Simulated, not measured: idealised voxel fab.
Process module, titled voxel lift off
This is section cut - it's 190 nm across, gridded in 5 nm square cells.
If you're reading a cross-section in this doc, picture square cells in a grid; it comes to you as bands, top ones listed first down to the bottom, and a band can be one or more rows of cells.
This entry defines a band. It first specifies the height of the band's top and the height of its bottom in nm, and then specifies the band's materials from left to right, stating each material with its width in nm. The word "edge to edge" identifies a single material that fills the band from edge to edge, while the word "blank" identifies empty space.
The level at which height equals 0 is the one under which the wafer, as it arrives, is entirely one material. No lower edge exists for the bottom band, which continues downward and is notated as in "0 nm and below".
Quick explanation for "30->40": the width changes in equal steps down the rows of cells, from the first number in the band's top row to the second number in its bottom row.
The cross-section has no changed cell in any step marked "no change occurred".
"Trapped void list" lists enclosed empty spaces (at least 8 cells, no open path upward to the top), each as width x height at distance from the left edge, in nm.
On each step's line, the part that comes after the settings is the simulator's own comment on the step.
overlay nm: mask offset rightward from planned place, masked step; negative means leftward offset.
The steps planned for the process are as follows
1. RECEIVE: material Si
2. CONFORMAL_DEP: material SiN, thk nm 15
3. PATTERN: tone open, mask id LINES, material resist, width nm 25, pitch nm 55, thk nm 20, overlay nm -10
4. DIRECTIONAL_DEP: material Ru, thk nm 5
5. STRIP: etch materials resist
6. CONFORMAL_DEP: material SiCN, thk nm 5
Keep in mind the plan's value for the overlay nm of step 3 comes from the first wafer; the wafers don't share that setting, but they do share the same starting point.
Received wafers, first of several: cross-section after step 1
> 0 nm and below  Si edge to edge
> Trapped void list: none
So in this table every wafer gets its own row, and what you see is where it stands at the end of the module: for each material, how many cells it picked up (+) or gave up (-) since we received it, and after that its closed voids
overlay nm -10; +15 Ru; +44 SiCN; +114 SiN; Trapped void list: none
overlay nm -5; +15 Ru; +44 SiCN; +114 SiN; Trapped void list: none
overlay nm 0; +15 Ru; +44 SiCN; +114 SiN; Trapped void list: none
overlay nm 5; +15 Ru; +44 SiCN; +114 SiN; Trapped void list: none
overlay nm 10; +15 Ru; +44 SiCN; +114 SiN; Trapped void list: none
overlay nm 15; +15 Ru; +44 SiCN; +114 SiN; Trapped void list: none
